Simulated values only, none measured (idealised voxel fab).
The process module that follows is named voxel double patterning.
Each square cell in cross-section cut measures 5 nm, and the section as a whole is 165 nm wide.
For the purposes of this document, a cross-section shall be understood as a grid of square cells, specified as bands listed in top-to-bottom order, each band consisting of one or more rows of cells.
Heads up on the band format: heights come first, top then bottom, in nm. After that it's the materials left to right, each with its width in nm. A single material flagged "edge to edge" fills the whole band edge to edge, and "air" means there's empty space there.
Height is counted from the level 0, under which the received wafer is composed throughout of one material. The lowest of the bands is not closed at the bottom but continues downward, in the notation "top 0, no bottom".
Top row gets the first number, bottom row gets the second, and each row in between changes by the same step: that is how a band width like "30 to 40" works.
"nothing was modified" -> step changed no cross-section cell.
The entry titled "Enclosed void entries" provides the empty spaces that have no open way to the top, restricted to those of 8 cells or more. Each is presented as width x height at distance, the distance being measured from the left edge, with all three in nm.
On a step's line, text after the settings is the simulator commenting on that step.
A step line may carry the setting "overlay nm", which, for steps involving a mask, states the distance by which the mask lay to the right of its intended position; negative values denote displacement to the left.
Planned step list for the process
1: RECEIVE,material Si
2: CONFORMAL_DEP,material SiN,thk nm 5
3: DIRECTIONAL_DEP,material SiO2,thk nm 15
4: DIRECTIONAL_DEP,material SiCN,thk nm 5
5: DIRECTIONAL_DEP,material aC,thk nm 15
6: PATTERN,tone open,mask id FIRST,material resist,width nm 15,pitch nm 50,thk nm 35,overlay nm -15
7: DIRECTIONAL_ETCH,etch materials aC,depth nm 15
8: STRIP,etch materials resist
9: DIRECTIONAL_ETCH,etch materials SiCN,depth nm 5
10: STRIP,etch materials aC
11: DIRECTIONAL_DEP,material aC,thk nm 15
12: PATTERN,tone open,mask id SECOND,material resist,width nm 15,thk nm 35,overlay nm 0
13: DIRECTIONAL_ETCH,etch materials aC,depth nm 15
14: STRIP,etch materials resist
15: DIRECTIONAL_ETCH,etch materials SiCN,depth nm 5
16: STRIP,etch materials aC
17: DIRECTIONAL_ETCH,etch materials SiO2,depth nm 15
18: STRIP,etch materials SiCN
Quick note for whoever runs this: the wafers start identical, but the overlay nm at step 6 isn't the same across them. The plan just shows what the first wafer had.
The first of several wafers as received, shown in cross-section; this is its state after step 1
    top 0, no bottom | Si edge to edge
    Enclosed void entries: none
Wafer rows, end of module: cells per material gained (+) or lost (-) since receipt; closed voids last
overlay nm -15 | +33 SiN | +75 SiO2 | Enclosed void entries: none
overlay nm -10 | +33 SiN | +72 SiO2 | Enclosed void entries: none
overlay nm -5 | +33 SiN | +72 SiO2 | Enclosed void entries: none
overlay nm 0 | +33 SiN | +72 SiO2 | Enclosed void entries: none
overlay nm 5 | +33 SiN | +72 SiO2 | Enclosed void entries: none
overlay nm 10 | +33 SiN | +72 SiO2 | Enclosed void entries: none
overlay nm 15 | +33 SiN | +75 SiO2 | Enclosed void entries: none
